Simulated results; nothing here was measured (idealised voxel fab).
process module | voxel gate over fins
cross-section cut | 160 nm wide | cells 5 nm
A cross-section is a grid of square cells, given in bands from the top down. A band is one or more rows of cells.
Each band's line starts with the height of the band's top and of its bottom, in nm. Then come its materials from left to right, each with its width in nm. One material with "throughout" fills the band from edge to edge. "air" is empty space.
Height 0 is the level under which the wafer as received is all one material. The lowest band goes on downwards, as in "0 down".
A width such as "30 to 40" changes by the same amount from each row of cells to the next, from the band's top row to its bottom row.
"no change" after a step means that no cell of the cross-section changed.
closed voids: empty space of 8 cells or more with no open way to the top, each as width x height at its distance from the left edge, in nm
after a step's settings: what the simulator itself notes on the step
overlay nm, on a step with a mask: how far to the right of its planned place the mask lay; to the left if negative
plan
1 op RECEIVE | material Si
2 op CONFORMAL_DEP | material SiN | thk nm 10
3 op MASKED_ETCH | tone cover | mask id FINS | width nm 15 | pitch nm 60 | etch materials SiN | depth nm 10 | overlay nm 0
4 op MASKED_ETCH | tone cover | mask id FINS | width nm 15 | pitch nm 60 | etch materials Si | depth nm 35 | overlay nm 0
5 op OXIDIZE | depth nm 5
6 op FILL_DEP | material SiO2 | thk nm 15
7 op CMP | height nm 10
8 op MASKED_ETCH | tone open | mask id RAIL | width nm 15 | etch materials SiO2 | depth nm 40 | overlay nm 0
9 op CONFORMAL_DEP | material TiN | thk nm 5
10 op FILL_DEP | material Ru | thk nm 5
11 op CMP | height nm 10
12 op SELECTIVE_ETCH | etch materials W Ru TiN | depth nm 25
13 op FILL_DEP | material SiO2 | thk nm 5
14 op CMP | height nm 10
15 op SELECTIVE_ETCH | etch materials SiO2 | depth nm 20
16 op STRIP | etch materials SiN
17 op CONFORMAL_DEP | material HfO2 | thk nm 5
18 op CONFORMAL_DEP | material TiN | thk nm 5
19 op CONFORMAL_DEP | material TiAl | thk nm 5
20 op CONFORMAL_DEP | material TiN | thk nm 5
21 op FILL_DEP | material W | thk nm 10
22 op CMP | height nm 25
23 op CONFORMAL_DEP | material SiN | thk nm 10
first wafer, as planned
as received, after step 1
  0 down: Si throughout
  closed voids: none
after step 2
  10 to 0: SiN throughout
  below 0: unchanged
after step 3
  10 to 0: air 40 | SiN 15 | air 45 | SiN 15 | air 45
  below 0: unchanged
after step 4
  10 to 0: air 40 | SiN 15 | air 45 | SiN 15 | air 45
  0 to -35: air 40 | Si 15 | air 45 | Si 15 | air 45
  below -35: unchanged
after step 5
  10 to 0: air 40 | SiN 15 | air 45 | SiN 15 | air 45
  0 to -35: air 40 | SiO2 5 | Si 5 | SiO2 5 | air 45 | SiO2 5 | Si 5 | SiO2 5 | air 45
  -35 to -40: SiO2 45 | Si 5 | SiO2 55 | Si 5 | SiO2 50
  below -40: unchanged
after step 6
  25 to 10: SiO2 throughout
  10 to 0: SiO2 40 | SiN 15 | SiO2 45 | SiN 15 | SiO2 45
  0 to -40: SiO2 45 | Si 5 | SiO2 55 | Si 5 | SiO2 50
  below -40: unchanged
after step 7
  10 to 0: SiO2 40 | SiN 15 | SiO2 45 | SiN 15 | SiO2 45
  below 0: unchanged
after step 8
  10 to 0: SiO2 40 | SiN 15 | SiO2 15 | air 15 | SiO2 15 | SiN 15 | SiO2 45
  0 to -30: SiO2 45 | Si 5 | SiO2 20 | air 15 | SiO2 20 | Si 5 | SiO2 50
  below -30: unchanged
after step 9
  15 to 10: TiN 75 | air 5 | TiN 80
  10 to 0: SiO2 40 | SiN 15 | SiO2 15 | TiN 5 | air 5 | TiN 5 | SiO2 15 | SiN 15 | SiO2 45
  0 to -25: SiO2 45 | Si 5 | SiO2 20 | TiN 5 | air 5 | TiN 5 | SiO2 20 | Si 5 | SiO2 50
  -25 to -30: SiO2 45 | Si 5 | SiO2 20 | TiN 15 | SiO2 20 | Si 5 | SiO2 50
  below -30: unchanged
after step 10
  20 to 15: Ru throughout
  15 to 10: TiN 75 | Ru 5 | TiN 80
  10 to 0: SiO2 40 | SiN 15 | SiO2 15 | TiN 5 | Ru 5 | TiN 5 | SiO2 15 | SiN 15 | SiO2 45
  0 to -25: SiO2 45 | Si 5 | SiO2 20 | TiN 5 | Ru 5 | TiN 5 | SiO2 20 | Si 5 | SiO2 50
  below -25: unchanged
after step 11
  10 to 0: SiO2 40 | SiN 15 | SiO2 15 | TiN 5 | Ru 5 | TiN 5 | SiO2 15 | SiN 15 | SiO2 45
  below 0: unchanged
after step 12
  10 to 0: SiO2 40 | SiN 15 | SiO2 15 | air 15 | SiO2 15 | SiN 15 | SiO2 45
  0 to -15: SiO2 45 | Si 5 | SiO2 20 | air 15 | SiO2 20 | Si 5 | SiO2 50
  below -15: unchanged
after step 13
  15 to 10: SiO2 throughout
  10 to 0: SiO2 40 | SiN 15 | SiO2 45 | SiN 15 | SiO2 45
  0 to -15: SiO2 45 | Si 5 | SiO2 55 | Si 5 | SiO2 50
  below -15: unchanged
after step 14
  10 to 0: SiO2 40 | SiN 15 | SiO2 45 | SiN 15 | SiO2 45
  below 0: unchanged
after step 15
  10 to 0: air 40 | SiN 15 | air 45 | SiN 15 | air 45
  0 to -10: air 45 | Si 5 | air 55 | Si 5 | air 50
  below -10: unchanged
after step 16
  0 to -10: air 45 | Si 5 | air 55 | Si 5 | air 50
  below -10: unchanged
after step 17
  5 to 0: air 40 | HfO2 15 | air 45 | HfO2 15 | air 45
  0 to -5: air 40 | HfO2 5 | Si 5 | HfO2 5 | air 45 | HfO2 5 | Si 5 | HfO2 5 | air 45
  -5 to -10: HfO2 45 | Si 5 | HfO2 55 | Si 5 | HfO2 50
  below -10: unchanged
after step 18
  10 to 5: air 35 | TiN 25 | air 35 | TiN 25 | air 40
  5 to 0: air 35 | TiN 5 | HfO2 15 | TiN 5 | air 35 | TiN 5 | HfO2 15 | TiN 5 | air 40
  0 to -5: TiN 40 | HfO2 5 | Si 5 | HfO2 5 | TiN 45 | HfO2 5 | Si 5 | HfO2 5 | TiN 45
  below -5: unchanged
after step 19
  15 to 10: air 30 | TiAl 35 | air 25 | TiAl 35 | air 35
  10 to 5: air 30 | TiAl 5 | TiN 25 | TiAl 5 | air 25 | TiAl 5 | TiN 25 | TiAl 5 | air 35
  5 to 0: TiAl 35 | TiN 5 | HfO2 15 | TiN 5 | TiAl 35 | TiN 5 | HfO2 15 | TiN 5 | TiAl 40
  below 0: unchanged
after step 20
  20 to 15: air 25 | TiN 45 | air 15 | TiN 45 | air 30
  15 to 10: air 25 | TiN 5 | TiAl 35 | TiN 5 | air 15 | TiN 5 | TiAl 35 | TiN 5 | air 30
  10 to 5: TiN 30 | TiAl 5 | TiN 25 | TiAl 5 | TiN 25 | TiAl 5 | TiN 25 | TiAl 5 | TiN 35
  below 5: unchanged
after step 21
  30 to 20: W throughout
  20 to 15: W 25 | TiN 45 | W 15 | TiN 45 | W 30
  15 to 10: W 25 | TiN 5 | TiAl 35 | TiN 5 | W 15 | TiN 5 | TiAl 35 | TiN 5 | W 30
  below 10: unchanged
after step 22
  25 to 20: W throughout
  below 20: unchanged
after step 23
  35 to 25: SiN throughout
  below 25: unchanged
second wafer: like start, like plan, one mistake. Through step 3 it matches the first wafer
when step 4 should have ended
  10 to 0: air 40 | SiN 15 | air 45 | SiN 15 | air 45
  0 to -35: air 40 | Si 25 | air 35 | Si 25 | air 35
  below -35: unchanged
when step 5 should have ended
  10 to 0: air 40 | SiN 15 | air 45 | SiN 15 | air 45
  0 to -5: air 40 | SiO2 5 | Si 5 | SiO2 15 | air 35 | SiO2 5 | Si 5 | SiO2 15 | air 35
  -5 to -35: air 40 | SiO2 5 | Si 15 | SiO2 5 | air 35 | SiO2 5 | Si 15 | SiO2 5 | air 35
  -35 to -40: SiO2 45 | Si 15 | SiO2 45 | Si 15 | SiO2 40
  below -40: unchanged
when step 6 should have ended
  25 to 10: SiO2 throughout
  10 to 0: SiO2 40 | SiN 15 | SiO2 45 | SiN 15 | SiO2 45
  0 to -5: SiO2 45 | Si 5 | SiO2 55 | Si 5 | SiO2 50
  -5 to -40: SiO2 45 | Si 15 | SiO2 45 | Si 15 | SiO2 40
  below -40: unchanged
when step 7 should have ended
  10 to 0: SiO2 40 | SiN 15 | SiO2 45 | SiN 15 | SiO2 45
  below 0: unchanged
when step 8 should have ended
  10 to 0: SiO2 40 | SiN 15 | SiO2 15 | air 15 | SiO2 15 | SiN 15 | SiO2 45
  0 to -5: SiO2 45 | Si 5 | SiO2 20 | air 15 | SiO2 20 | Si 5 | SiO2 50
  -5 to -30: SiO2 45 | Si 15 | SiO2 10 | air 15 | SiO2 20 | Si 15 | SiO2 40
  below -30: unchanged
when step 9 should have ended
  15 to 10: TiN 75 | air 5 | TiN 80
  10 to 0: SiO2 40 | SiN 15 | SiO2 15 | TiN 5 | air 5 | TiN 5 | SiO2 15 | SiN 15 | SiO2 45
  0 to -5: SiO2 45 | Si 5 | SiO2 20 | TiN 5 | air 5 | TiN 5 | SiO2 20 | Si 5 | SiO2 50
  -5 to -25: SiO2 45 | Si 15 | SiO2 10 | TiN 5 | air 5 | TiN 5 | SiO2 20 | Si 15 | SiO2 40
  -25 to -30: SiO2 45 | Si 15 | SiO2 10 | TiN 15 | SiO2 20 | Si 15 | SiO2 40
  below -30: unchanged
when step 10 should have ended
  20 to 15: Ru throughout
  15 to 10: TiN 75 | Ru 5 | TiN 80
  10 to 0: SiO2 40 | SiN 15 | SiO2 15 | TiN 5 | Ru 5 | TiN 5 | SiO2 15 | SiN 15 | SiO2 45
  0 to -5: SiO2 45 | Si 5 | SiO2 20 | TiN 5 | Ru 5 | TiN 5 | SiO2 20 | Si 5 | SiO2 50
  -5 to -25: SiO2 45 | Si 15 | SiO2 10 | TiN 5 | Ru 5 | TiN 5 | SiO2 20 | Si 15 | SiO2 40
  below -25: unchanged
when step 11 should have ended
  10 to 0: SiO2 40 | SiN 15 | SiO2 15 | TiN 5 | Ru 5 | TiN 5 | SiO2 15 | SiN 15 | SiO2 45
  below 0: unchanged
when step 12 should have ended
  10 to 0: SiO2 40 | SiN 15 | SiO2 15 | air 15 | SiO2 15 | SiN 15 | SiO2 45
  0 to -5: SiO2 45 | Si 5 | SiO2 20 | air 15 | SiO2 20 | Si 5 | SiO2 50
  -5 to -15: SiO2 45 | Si 15 | SiO2 10 | air 15 | SiO2 20 | Si 15 | SiO2 40
  below -15: unchanged
when step 13 should have ended
  15 to 10: SiO2 throughout
  10 to 0: SiO2 40 | SiN 15 | SiO2 45 | SiN 15 | SiO2 45
  0 to -5: SiO2 45 | Si 5 | SiO2 55 | Si 5 | SiO2 50
  -5 to -15: SiO2 45 | Si 15 | SiO2 45 | Si 15 | SiO2 40
  below -15: unchanged
when step 14 should have ended
  10 to 0: SiO2 40 | SiN 15 | SiO2 45 | SiN 15 | SiO2 45
  below 0: unchanged
when step 15 should have ended
  10 to 0: air 40 | SiN 15 | air 45 | SiN 15 | air 45
  0 to -10: air 45 | Si 5 to 15 | air 55 to 45 | Si 5 to 15 | air 50 to 40
  below -10: unchanged
when step 16 should have ended
  0 to -10: air 45 | Si 5 to 15 | air 55 to 45 | Si 5 to 15 | air 50 to 40
  below -10: unchanged
when step 17 should have ended
  5 to 0: air 40 | HfO2 15 | air 45 | HfO2 15 | air 45
  0 to -5: air 40 | HfO2 5 | Si 5 | HfO2 15 | air 35 | HfO2 5 | Si 5 | HfO2 15 | air 35
  -5 to -10: HfO2 45 | Si 15 | HfO2 45 | Si 15 | HfO2 40
  below -10: unchanged
when step 18 should have ended
  10 to 5: air 35 | TiN 25 | air 35 | TiN 25 | air 40
  5 to 0: air 35 | TiN 5 | HfO2 15 | TiN 15 | air 25 | TiN 5 | HfO2 15 | TiN 15 | air 30
  0 to -5: TiN 40 | HfO2 5 | Si 5 | HfO2 15 | TiN 35 | HfO2 5 | Si 5 | HfO2 15 | TiN 35
  below -5: unchanged
when step 19 should have ended
  15 to 10: air 30 | TiAl 35 | air 25 | TiAl 35 | air 35
  10 to 5: air 30 | TiAl 5 | TiN 25 | TiAl 15 | air 15 | TiAl 5 | TiN 25 | TiAl 15 | air 25
  5 to 0: TiAl 35 | TiN 5 | HfO2 15 | TiN 15 | TiAl 25 | TiN 5 | HfO2 15 | TiN 15 | TiAl 30
  below 0: unchanged
when step 20 should have ended
  20 to 15: air 25 | TiN 45 | air 15 | TiN 45 | air 30
  15 to 10: air 25 | TiN 5 | TiAl 35 | TiN 15 | air 5 | TiN 5 | TiAl 35 | TiN 15 | air 20
  10 to 5: TiN 30 | TiAl 5 | TiN 25 | TiAl 15 | TiN 15 | TiAl 5 | TiN 25 | TiAl 15 | TiN 25
  below 5: unchanged
when step 21 should have ended
  30 to 20: W throughout
  20 to 15: W 25 | TiN 45 | W 15 | TiN 45 | W 30
  15 to 10: W 25 | TiN 5 | TiAl 35 | TiN 15 | W 5 | TiN 5 | TiAl 35 | TiN 15 | W 20
  below 10: unchanged
when step 22 should have ended
  25 to 20: W throughout
  below 20: unchanged
when step 23 should have ended
  35 to 25: SiN throughout
  below 25: unchanged
what went wrong: step 4 ran as: op MASKED_ETCH | tone cover | mask id FINS | width nm 15 | pitch nm 60 | etch materials Si | depth nm 35 | overlay nm 10
at the end the second wafer has, in cells: 28 more of Si | 24 fewer of SiO2 | 4 fewer of W
